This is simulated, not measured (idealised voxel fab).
The process module presented herein is designated voxel gate over fins.
Shown is cross-section cut, with a width of 155 nm and square cells of size 5 nm.
Notation: cross-section as square-cell grid; stated in bands, top first, going down; one or more cell rows per band. It is stipulated that each band's entry specify, in nanometres, the height of the top of the band and then that of its bottom, followed by the materials of the band in left-to-right sequence, each together with its width in nanometres. A single material marked by the word "full width" is understood to fill the band from edge to edge; the word "empty" is understood to denote empty space. For the purposes of this specification, 0 denotes the height below which the wafer in its as-received condition is composed wholly of one material, and the lowermost band, lacking a lower limit, extends downward without end, as expressed in "0 nm and below". It should be noted that a width expressed as "30->40" varies in equal increments from row to row of cells within the band, taking the value of the first number at the top row and that of the second number at the bottom row. "remained the same" means the step left every cell of the cross-section as it was. This entry, "Fully sealed voids", enumerates those empty regions of no fewer than 8 cells that possess no open connection to the top. Each region is reported in the form width x height at distance, the distance being taken from the left edge, with all three quantities expressed in nm. It should be noted that, on the line of a given step, the content following the step's settings is a remark produced by the simulator itself with respect to that step. The line of a step may include "overlay nm". On a step with a mask, this value is how far to the right of its planned place the mask lay. A negative value means the mask lay to the left.

**This section lists the process steps that were planned**
| 1 | RECEIVE,material Si |
| 2 | CONFORMAL_DEP,material SiN,thk nm 5 |
| 3 | MASKED_ETCH,tone cover,mask id FINS,width nm 15,pitch nm 50,etch materials SiN,depth nm 5,overlay nm 0 |
| 4 | MASKED_ETCH,tone cover,mask id FINS,width nm 15,pitch nm 50,etch materials Si,depth nm 30,overlay nm 0 |
| 5 | FILL_DEP,material SiO2,thk nm 5 |
| 6 | CMP,height nm 5 |
| 7 | DIRECTIONAL_DEP,material aC,thk nm 10 |
| 8 | PATTERN,tone open,mask id RAIL,material resist,width nm 15,thk nm 30,overlay nm 0 |
| 9 | DIRECTIONAL_ETCH,etch materials aC,depth nm 10 |
| 10 | STRIP,etch materials resist |
| 11 | DIRECTIONAL_ETCH,etch materials SiO2,depth nm 30 |
| 12 | STRIP,etch materials aC |
| 13 | CONFORMAL_DEP,material TiN,thk nm 5 |
| 14 | FILL_DEP,material W,thk nm 10 |
| 15 | CMP,height nm 5 |
| 16 | SELECTIVE_ETCH,etch materials W Ru TiN,depth nm 20 |
| 17 | FILL_DEP,material SiO2,thk nm 5 |
| 18 | CMP,height nm 5 |
| 19 | SELECTIVE_ETCH,etch materials SiO2,depth nm 15 |
| 20 | STRIP,etch materials SiN |
| 21 | CONFORMAL_DEP,material HfO2,thk nm 5 |
| 22 | CONFORMAL_DEP,material TiN,thk nm 5 |
| 23 | FILL_DEP,material W,thk nm 10 |
| 24 | CMP,height nm 15 |
| 25 | CONFORMAL_DEP,material SiCN,thk nm 10 |

**as received, after step 1**
  0 nm and below  Si full width
  Fully sealed voids: none

**Here's the wafer cut in cross-section after the module, started and planned just like above, except one thing was done wrong in the run**
  25 nm to 15 nm  SiCN full width
  15 nm to 10 nm  W full width
  10 nm to 5 nm  W: 10, then TiN: 35, then W: 15, then TiN: 35, then W: 15, then TiN: 35, then W: 10
  5 nm to 0 nm  W: 10, then TiN: 5, then HfO2: 25, then TiN: 5, then W: 15, then TiN: 5, then HfO2: 25, then TiN: 5, then W: 15, then TiN: 5, then HfO2: 25, then TiN: 5, then W: 10
  0 nm to -5 nm  TiN: 15, then HfO2: 5, then Si: 15, then HfO2: 5, then TiN: 25, then HfO2: 5, then Si: 15, then HfO2: 5, then TiN: 25, then HfO2: 5, then Si: 15, then HfO2: 5, then TiN: 15
  -5 nm to -10 nm  HfO2: 20, then Si: 15, then HfO2: 35, then Si: 15, then HfO2: 35, then Si: 15, then HfO2: 20
  -10 nm to -15 nm  SiO2: 20, then Si: 15, then SiO2: 35, then Si: 15, then SiO2: 35, then Si: 15, then SiO2: 20
  -15 nm to -20 nm  SiO2: 20, then Si: 15, then SiO2: 10, then TiN: 15, then SiO2: 10, then Si: 15, then SiO2: 35, then Si: 15, then SiO2: 20
  -20 nm and below  Si full width
  Fully sealed voids: none
Processing error: not per plan at step 4, really ran MASKED_ETCH,tone cover,mask id FINS,width nm 15,pitch nm 50,etch materials Si,depth nm 20,overlay nm 0
